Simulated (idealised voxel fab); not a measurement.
Process module name: voxel spacer lines
It is cross-section cut that appears here, measuring 280 nm in width, its square cells being 5 nm in size.
Cross-section spec: square-cell grid; bands listed top down; each band is one or more rows.
Band: top height; bottom height; in nm. Then, left to right: material with width in nm, for each material. "everywhere": a single material spanning edge to edge. "blank": empty space.
We count height from 0. Below that, the starting wafer is all one material. The lowest band never ends at the bottom but goes on down; see "0 and below" for how that is written.
Width: "30..40" (first number = top row, second number = bottom row, same change from row to row of cells).
It should be understood that the words "all unchanged", when stated for a given step, signify that the cross-section underwent no change in any of its cells during that step.
Any empty space of 8 cells or more lacking an open way to the top shows up in "Tabulated closed voids" as width x height at distance, distance from the left edge, in nm.
Post-settings text on a step line: simulator's own remark regarding the step.
Among the settings permitted on a step's line is "overlay nm"; applied to a step with a mask, it specifies the extent to which the mask lay to the right of its planned position, whereas a negative figure signifies a position to the left.
Planned step list for the process:
1) RECEIVE (material Si)
2) CONFORMAL_DEP (material Al2O3; thk nm 10)
3) DIRECTIONAL_DEP (material polySi; thk nm 10)
4) DIRECTIONAL_DEP (material aC; thk nm 30)
5) PATTERN (tone cover; mask id MANDREL; material resist; width nm 15; pitch nm 60; thk nm 40; overlay nm 0)
6) DIRECTIONAL_ETCH (etch materials aC; depth nm 30)
7) STRIP (etch materials resist)
8) CONFORMAL_DEP (material SiN; thk nm 15)
9) DIRECTIONAL_ETCH (etch materials SiN; depth nm 15)
10) STRIP (etch materials aC)
11) DIRECTIONAL_ETCH (etch materials polySi; depth nm 10)
12) STRIP (etch materials SiN)
The first of two wafers, run as planned:
So this is the incoming wafer in cross-section - it's already been through step 1:
- 0 and below | Si everywhere
- Tabulated closed voids: none
Wafer section view after processing step 2:
- 10 down to 0 | Al2O3 everywhere
- Whatever lies below 0 is exactly as it was before.
Wafer section view after processing step 3:
- 20 down to 10 | polySi everywhere
- Whatever lies below 10 is exactly as it was before.
Wafer section view after processing step 4:
- 50 down to 20 | aC everywhere
- Whatever lies below 20 is exactly as it was before.
Wafer section view after processing step 5:
- 90 down to 50 | blank 100, resist 15, blank 45, resist 15, blank 105
- Whatever lies below 50 is exactly as it was before.
Wafer section view after processing step 6:
- 60 down to 50 | blank 100, resist 15, blank 45, resist 15, blank 105
- 50 down to 20 | blank 100, aC 15, blank 45, aC 15, blank 105
- Whatever lies below 20 is exactly as it was before.
Wafer section view after processing step 7:
- 50 down to 20 | blank 100, aC 15, blank 45, aC 15, blank 105
- Whatever lies below 20 is exactly as it was before.
Wafer section view after processing step 8:
- 65 down to 50 | blank 85, SiN 45, blank 15, SiN 45, blank 90
- 50 down to 35 | blank 85, SiN 15, aC 15, SiN 15, blank 15, SiN 15, aC 15, SiN 15, blank 90
- 35 down to 20 | SiN 100, aC 15, SiN 45, aC 15, SiN 105
- Whatever lies below 20 is exactly as it was before.
Wafer section view after processing step 9:
- 50 down to 20 | blank 85, SiN 15, aC 15, SiN 15, blank 15, SiN 15, aC 15, SiN 15, blank 90
- Whatever lies below 20 is exactly as it was before.
Wafer section view after processing step 10:
- 50 down to 20 | blank 85, SiN 15, blank 15, SiN 15, blank 15, SiN 15, blank 15, SiN 15, blank 90
- Whatever lies below 20 is exactly as it was before.
Wafer section view after processing step 11:
- 50 down to 20 | blank 85, SiN 15, blank 15, SiN 15, blank 15, SiN 15, blank 15, SiN 15, blank 90
- 20 down to 10 | blank 85, polySi 15, blank 15, polySi 15, blank 15, polySi 15, blank 15, polySi 15, blank 90
- Whatever lies below 10 is exactly as it was before.
Wafer section view after processing step 12:
- 20 down to 10 | blank 85, polySi 15, blank 15, polySi 15, blank 15, polySi 15, blank 15, polySi 15, blank 90
- Whatever lies below 10 is exactly as it was before.
Wafer two: like wafer one in start and plan, but with one mistake in execution; identical up to and including step 2:
The second wafer in cross-section, at the planned close of step 3:
- 15 down to 10 | polySi everywhere
- Whatever lies below 10 is exactly as it was before.
The second wafer in cross-section, at the planned close of step 4:
- 45 down to 15 | aC everywhere
- Whatever lies below 15 is exactly as it was before.
The second wafer in cross-section, at the planned close of step 5:
- 85 down to 45 | blank 100, resist 15, blank 45, resist 15, blank 105
- Whatever lies below 45 is exactly as it was before.
The second wafer in cross-section, at the planned close of step 6:
- 55 down to 45 | blank 100, resist 15, blank 45, resist 15, blank 105
- 45 down to 15 | blank 100, aC 15, blank 45, aC 15, blank 105
- Whatever lies below 15 is exactly as it was before.
The second wafer in cross-section, at the planned close of step 7:
- 45 down to 15 | blank 100, aC 15, blank 45, aC 15, blank 105
- Whatever lies below 15 is exactly as it was before.
The second wafer in cross-section, at the planned close of step 8:
- 60 down to 45 | blank 85, SiN 45, blank 15, SiN 45, blank 90
- 45 down to 30 | blank 85, SiN 15, aC 15, SiN 15, blank 15, SiN 15, aC 15, SiN 15, blank 90
- 30 down to 15 | SiN 100, aC 15, SiN 45, aC 15, SiN 105
- Whatever lies below 15 is exactly as it was before.
The second wafer in cross-section, at the planned close of step 9:
- 45 down to 15 | blank 85, SiN 15, aC 15, SiN 15, blank 15, SiN 15, aC 15, SiN 15, blank 90
- Whatever lies below 15 is exactly as it was before.
The second wafer in cross-section, at the planned close of step 10:
- 45 down to 15 | blank 85, SiN 15, blank 15, SiN 15, blank 15, SiN 15, blank 15, SiN 15, blank 90
- Whatever lies below 15 is exactly as it was before.
The second wafer in cross-section, at the planned close of step 11:
- 45 down to 15 | blank 85, SiN 15, blank 15, SiN 15, blank 15, SiN 15, blank 15, SiN 15, blank 90
- 15 down to 10 | blank 85, polySi 15, blank 15, polySi 15, blank 15, polySi 15, blank 15, polySi 15, blank 90
- Whatever lies below 10 is exactly as it was before.
The second wafer in cross-section, at the planned close of step 12:
- 15 down to 10 | blank 85, polySi 15, blank 15, polySi 15, blank 15, polySi 15, blank 15, polySi 15, blank 90
- Whatever lies below 10 is exactly as it was before.
In executing the process, a mistake was made relative to the plan: it should be noted that step 3 was executed with settings other than those planned, the operation and settings actually applied being DIRECTIONAL_DEP (material polySi; thk nm 5)
End check, counted in cells, second wafer has more or fewer of these materials than the first: polySi: 12 fewer
